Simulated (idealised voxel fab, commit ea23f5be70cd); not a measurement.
The following process module bears the name voxel ribs on slabs.
Cross-sectional view cut (width: 300 nm; square cell size: 5 nm).
In what follows, cross-sections appear as grids of square cells, described through bands that run from the top down, where every band is one or more rows of cells. The entry gives the band's vertical extent as a top height and a bottom height in nm, then its horizontal make-up as materials from left to right, each with a width in nm. "air" stands for empty space; a single material marked "everywhere" fills the band edge to edge. Beneath 0, the wafer as received is one material, and that level is where height counting begins. The lowest band goes on downward without a bottom; it is written like "z 0 and below". With a width like "30 to 40", each row of cells in the band differs from the next by the same amount, the top row carrying the first number and the bottom row the second. Basically "nothing was modified" means that step didn't change any cell in the cross-section. Closed void roster: empty space of 8 cells or more with no open way to the top, each as width x height at its distance from the left edge, in nm. Formally, on a step line, whatever follows the settings is a remark that the simulator itself makes on the step. overlay nm: mask offset rightward from planned place, masked step; negative means leftward offset.
# These are the steps we planned for the process
| 1 | RECEIVE: material Si |
| 2 | DIRECTIONAL_DEP: material SiO2, thk nm 25 |
| 3 | DIRECTIONAL_DEP: material SiN, thk nm 15 |
| 4 | PATTERN: tone cover, mask id RIB, material resist, width nm 25, thk nm 20, overlay nm 0 |
| 5 | DIRECTIONAL_ETCH: etch materials SiN, depth nm 5 |
| 6 | STRIP: etch materials resist |
| 7 | PATTERN: tone cover, mask id SLAB, material resist, width nm 85, thk nm 15, overlay nm 0 |
| 8 | DIRECTIONAL_ETCH: etch materials SiN, depth nm 10 |
| 9 | STRIP: etch materials resist |
| 10 | FILL_DEP: material SiO2, thk nm 25 |
| 11 | CMP: height nm 60 |
| 12 | DIRECTIONAL_DEP: material W, thk nm 5 |
| 13 | PATTERN: tone cover, mask id HEATER, material resist, width nm 35, thk nm 15, overlay nm 0 |
| 14 | DIRECTIONAL_ETCH: etch materials W, depth nm 5 |
| 15 | STRIP: etch materials resist |
| 16 | CONFORMAL_DEP: material SiO2, thk nm 5 |
# The first wafer of two, processed as planned
# The cross-section here shows the wafer as received, i.e. in its state after step 1
- z 0 and below | Si everywhere
- Closed void roster: none
# You're looking at a cross-section of the wafer after step 2
- z 25 to 0 | SiO2 everywhere
- Rest of section, below 0: as before.
# You're looking at a cross-section of the wafer after step 3
- z 40 to 25 | SiN everywhere
- Rest of section, below 25: as before.
# You're looking at a cross-section of the wafer after step 4
- z 60 to 40 | air=135; resist=25; air=140
- Rest of section, below 40: as before.
# You're looking at a cross-section of the wafer after step 5
- z 60 to 40 | air=135; resist=25; air=140
- z 40 to 35 | air=135; SiN=25; air=140
- Rest of section, below 35: as before.
# You're looking at a cross-section of the wafer after step 6
- z 40 to 35 | air=135; SiN=25; air=140
- Rest of section, below 35: as before.
# You're looking at a cross-section of the wafer after step 7
- z 55 to 40 | air=105; resist=85; air=110
- z 40 to 35 | air=105; resist=30; SiN=25; resist=30; air=110
- Rest of section, below 35: as before.
# You're looking at a cross-section of the wafer after step 8
- z 55 to 40 | air=105; resist=85; air=110
- z 40 to 35 | air=105; resist=30; SiN=25; resist=30; air=110
- z 35 to 25 | air=105; SiN=85; air=110
- Rest of section, below 25: as before.
# You're looking at a cross-section of the wafer after step 9
- z 40 to 35 | air=135; SiN=25; air=140
- Rest of section, below 35: as before.
# You're looking at a cross-section of the wafer after step 10
- z 65 to 40 | SiO2 everywhere
- z 40 to 35 | SiO2=135; SiN=25; SiO2=140
- z 35 to 25 | SiO2=105; SiN=85; SiO2=110
- Rest of section, below 25: as before.
# You're looking at a cross-section of the wafer after step 11
- z 60 to 40 | SiO2 everywhere
- Rest of section, below 40: as before.
# You're looking at a cross-section of the wafer after step 12
- z 65 to 60 | W everywhere
- Rest of section, below 60: as before.
# You're looking at a cross-section of the wafer after step 13
- z 80 to 65 | air=130; resist=35; air=135
- Rest of section, below 65: as before.
# You're looking at a cross-section of the wafer after step 14
- z 80 to 65 | air=130; resist=35; air=135
- z 65 to 60 | air=130; W=35; air=135
- Rest of section, below 60: as before.
# You're looking at a cross-section of the wafer after step 15
- z 65 to 60 | air=130; W=35; air=135
- Rest of section, below 60: as before.
# You're looking at a cross-section of the wafer after step 16
- z 70 to 65 | air=125; SiO2=45; air=130
- z 65 to 60 | SiO2=130; W=35; SiO2=135
- Rest of section, below 60: as before.
# The second wafer: identical to the first at the outset and in its planned sequence, differing only in that one mistake was made during processing; up to and including step 12, its path is the first wafer's path
# What the second wafer looks like in cross-section when step 13 should have wrapped up
- z 80 to 65 | air=125; resist=45; air=130
- Rest of section, below 65: as before.
# What the second wafer looks like in cross-section when step 14 should have wrapped up
- z 80 to 65 | air=125; resist=45; air=130
- z 65 to 60 | air=125; W=45; air=130
- Rest of section, below 60: as before.
# What the second wafer looks like in cross-section when step 15 should have wrapped up
- z 65 to 60 | air=125; W=45; air=130
- Rest of section, below 60: as before.
# What the second wafer looks like in cross-section when step 16 should have wrapped up
- z 70 to 65 | air=120; SiO2=55; air=125
- z 65 to 60 | SiO2=125; W=45; SiO2=130
- Rest of section, below 60: as before.
Processing error: step 13, actual vs plan mismatch, actual run PATTERN: tone cover, mask id HEATER, material resist, width nm 45, thk nm 15, overlay nm 0
Looking at both finished wafers in cells, the second ends up ahead of or behind the first on some materials: 2 more of W
